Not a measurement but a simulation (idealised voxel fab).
The document below concerns the process module designated voxel transistor to metal.
Cross-section cut spans 200 nm and uses square cells 5 nm in size.
The cross-sections in this document take the form of a grid made of square cells. They are written out as bands, in order from top to bottom. Each band consists of one or more rows of cells. Top, bottom (nm), then materials left to right with widths (nm); lone material tagged "all across" fills the whole band edge to edge; "air" = empty space. Height reference: 0 = level under which incoming wafer is all one material. Lowest band: no bottom, runs on downward, e.g. "0..down". Think of "30..40" as a width that walks from the first number to the second as you go down the band, top row to bottom row, taking equal-sized steps from row to row. "no alteration", as given for a step, is the statement that not any cell of the cross-section underwent a change during that step. Empty spaces without an open route to the top, at least 8 cells in extent, make up the entry "Listed closed voids"; each is given as width x height at distance, where the distance is measured from the left edge, and all are in nm. Read whatever lies past the settings on a step's line as the simulator's own remark about the step. "overlay nm" answers the question of how far to the right of plan the mask lay on a step that has a mask, and when it is negative the answer is to the left.
Here's what the planned process steps look like:
1,RECEIVE [material Si]
2,OXIDIZE [depth nm 5]
3,CONFORMAL_DEP [material SiN] [thk nm 15]
4,MASKED_ETCH [tone cover] [mask id ACTIVE] [width nm 105] [etch materials SiN] [depth nm 15] [overlay nm 0]
5,MASKED_ETCH [tone cover] [mask id ACTIVE] [width nm 105] [etch materials SiO2] [depth nm 5] [overlay nm 0]
6,MASKED_ETCH [tone cover] [mask id ACTIVE] [width nm 105] [etch materials Si] [depth nm 25] [overlay nm 0]
7,FILL_DEP [material SiO2] [thk nm 5]
8,CMP [height nm 15]
9,SELECTIVE_ETCH [etch materials SiO2] [depth nm 5]
10,STRIP [etch materials SiN]
11,SELECTIVE_ETCH [etch materials SiO2] [depth nm 5]
12,OXIDIZE [depth nm 5]
13,DIRECTIONAL_DEP [material polySi] [thk nm 20]
14,DIRECTIONAL_DEP [material SiCN] [thk nm 15]
15,PATTERN [tone cover] [mask id GATE] [material resist] [width nm 25] [thk nm 15] [overlay nm 0]
16,DIRECTIONAL_ETCH [etch materials SiCN] [depth nm 25]
17,DIRECTIONAL_ETCH [etch materials polySi] [depth nm 30]
18,STRIP [etch materials resist]
19,CONFORMAL_DEP [material SiN] [thk nm 10]
20,DIRECTIONAL_ETCH [etch materials SiN] [depth nm 10]
21,DIRECTIONAL_ETCH [etch materials SiO2] [depth nm 5]
22,DIRECTIONAL_ETCH [etch materials Si] [depth nm 5]
23,EPI [material pSi] [thk nm 5]
24,FILL_DEP [material SiO2] [thk nm 5]
25,CMP [height nm 15]
26,STRIP [etch materials polySi]
27,SELECTIVE_ETCH [etch materials SiO2] [depth nm 5]
28,CONFORMAL_DEP [material HfO2] [thk nm 5]
29,CONFORMAL_DEP [material TiN] [thk nm 5]
30,FILL_DEP [material W] [thk nm 10]
31,CMP [height nm 10]
32,DIRECTIONAL_DEP [material SiO2] [thk nm 15]
33,MASKED_ETCH [tone open] [mask id CONTACT] [width nm 15] [pitch nm 80] [etch materials SiO2] [depth nm 35] [overlay nm 0]
34,CONFORMAL_DEP [material TiN] [thk nm 5]
35,FILL_DEP [material W] [thk nm 10]
36,CMP [height nm 25]
37,CONFORMAL_DEP [material SiN] [thk nm 5]
38,DIRECTIONAL_DEP [material lowk] [thk nm 25]
39,DIRECTIONAL_DEP [material aC] [thk nm 10]
40,PATTERN [tone open] [mask id METAL_1] [material resist] [width nm 15] [pitch nm 80] [thk nm 30] [overlay nm 0]
41,DIRECTIONAL_ETCH [etch materials aC] [depth nm 10]
42,STRIP [etch materials resist]
43,DIRECTIONAL_ETCH [etch materials lowk] [depth nm 25]
44,DIRECTIONAL_ETCH [etch materials SiN] [depth nm 5]
45,STRIP [etch materials aC]
46,CONFORMAL_DEP [material TiN] [thk nm 5]
47,FILL_DEP [material Ru] [thk nm 5]
48,CMP [height nm 55]
49,CONFORMAL_DEP [material SiN] [thk nm 5]
Among the wafers covered here, the point of difference is the depth nm at step 9; their starting state is shared, and the plan presents the value of the first wafer.
The first of several wafers in cross-section, exactly as it reached us after step 1:
  0..down  Si all across
  Listed closed voids: none
Cross-sectional representation of the first of several wafers at the end of the module, i.e. after its terminal step, step 49:
  60..55  SiN all across
  55..30  50 nm lowk | 5 nm TiN | 5 nm Ru | 5 nm TiN | 65 nm lowk | 5 nm TiN | 5 nm Ru | 5 nm TiN | 55 nm lowk
  30..25  50 nm SiN | 15 nm TiN | 65 nm SiN | 15 nm TiN | 55 nm SiN
  25..10  50 nm SiO2 | 5 nm TiN | 5 nm W | 5 nm TiN | 65 nm SiO2 | 5 nm TiN | 5 nm W | 5 nm TiN | 55 nm SiO2
  10..5  50 nm SiO2 | 5 nm TiN | 5 nm W | 5 nm TiN | 10 nm SiO2 | 10 nm SiN | 5 nm HfO2 | 5 nm TiN | 5 nm W | 5 nm TiN | 5 nm HfO2 | 10 nm SiN | 10 nm SiO2 | 5 nm TiN | 5 nm W | 5 nm TiN | 55 nm SiO2
  5..0  40 nm SiO2 | 10 nm SiN | 5 nm TiN | 5 nm W | 5 nm TiN | 10 nm SiO2 | 10 nm SiN | 5 nm HfO2 | 5 nm TiN | 5 nm W | 5 nm TiN | 5 nm HfO2 | 10 nm SiN | 10 nm SiO2 | 5 nm TiN | 5 nm W | 5 nm TiN | 10 nm SiN | 45 nm SiO2
  0..-5  40 nm SiO2 | 10 nm SiN | 15 nm TiN | 10 nm SiO2 | 10 nm SiN | 5 nm HfO2 | 15 nm TiN | 5 nm HfO2 | 10 nm SiN | 10 nm SiO2 | 15 nm TiN | 10 nm SiN | 45 nm SiO2
  -5..-10  50 nm SiO2 | 5 nm pSi | 10 nm TiN | 5 nm SiO2 | 5 nm pSi | 5 nm SiO2 | 35 nm HfO2 | 5 nm SiO2 | 5 nm pSi | 5 nm SiO2 | 10 nm TiN | 5 nm pSi | 55 nm SiO2
  -10..-15  45 nm SiO2 | 5 nm Si | 25 nm pSi | 45 nm Si | 25 nm pSi | 5 nm Si | 50 nm SiO2
  -15..-30  45 nm SiO2 | 105 nm Si | 50 nm SiO2
  -30..down  Si all across
  Listed closed voids: none
Here's the last wafer cross-sectioned at the end of the module:
  60..55  SiN all across
  55..30  50 nm lowk | 5 nm TiN | 5 nm Ru | 5 nm TiN | 65 nm lowk | 5 nm TiN | 5 nm Ru | 5 nm TiN | 55 nm lowk
  30..25  50 nm SiN | 15 nm TiN | 65 nm SiN | 15 nm TiN | 55 nm SiN
  25..10  50 nm SiO2 | 5 nm TiN | 5 nm W | 5 nm TiN | 65 nm SiO2 | 5 nm TiN | 5 nm W | 5 nm TiN | 55 nm SiO2
  10..0  50 nm SiO2 | 5 nm TiN | 5 nm W | 5 nm TiN | 10 nm SiO2 | 10 nm SiN | 5 nm HfO2 | 5 nm TiN | 5 nm W | 5 nm TiN | 5 nm HfO2 | 10 nm SiN | 10 nm SiO2 | 5 nm TiN | 5 nm W | 5 nm TiN | 55 nm SiO2
  0..-5  50 nm SiO2 | 5 nm TiN | 5 nm W | 5 nm TiN | 10 nm SiO2 | 10 nm SiN | 5 nm HfO2 | 15 nm TiN | 5 nm HfO2 | 10 nm SiN | 10 nm SiO2 | 5 nm TiN | 5 nm W | 5 nm TiN | 55 nm SiO2
  -5..-10  35 nm SiO2 | 10 nm SiN | 5 nm SiO2 | 15 nm TiN | 5 nm SiO2 | 5 nm pSi | 5 nm SiO2 | 35 nm HfO2 | 5 nm SiO2 | 5 nm pSi | 5 nm SiO2 | 15 nm TiN | 5 nm SiO2 | 10 nm SiN | 40 nm SiO2
  -10..-15  35 nm SiO2 | 10 nm SiN | 5 nm SiO2 | 25 nm pSi | 45 nm Si | 25 nm pSi | 5 nm SiO2 | 10 nm SiN | 40 nm SiO2
  -15..-20  35 nm SiO2 | 10 nm SiN | 5 nm SiO2 | 95 nm Si | 5 nm SiO2 | 10 nm SiN | 40 nm SiO2
  -20..-30  50..45 nm SiO2 | 95..105 nm Si | 55..50 nm SiO2
  -30..down  Si all across
  Listed closed voids: none
Each row below is a wafer at the end of the module, listing for every material the number of cells it has gained (+) or lost (-) since it was received, followed by its closed voids:
depth nm 5, +13 HfO2, +10 Ru, -166 Si, +94 SiN, +270 SiO2, +63 TiN, +12 W, +170 lowk, +14 pSi, Listed closed voids: none
depth nm 10, +13 HfO2, +10 Ru, -166 Si, +90 SiN, +274 SiO2, +63 TiN, +12 W, +170 lowk, +14 pSi, Listed closed voids: none
depth nm 15, +13 HfO2, +10 Ru, -168 Si, +86 SiN, +278 SiO2, +63 TiN, +14 W, +170 lowk, +14 pSi, Listed closed voids: none
depth nm 20, +13 HfO2, +10 Ru, -168 Si, +90 SiN, +276 SiO2, +63 TiN, +14 W, +170 lowk, +12 pSi, Listed closed voids: none
depth nm 25, +13 HfO2, +10 Ru, -170 Si, +94 SiN, +274 SiO2, +63 TiN, +14 W, +170 lowk, +12 pSi, Listed closed voids: none
depth nm 30, +13 HfO2, +10 Ru, -172 Si, +98 SiN, +272 SiO2, +63 TiN, +14 W, +170 lowk, +12 pSi, Listed closed voids: none
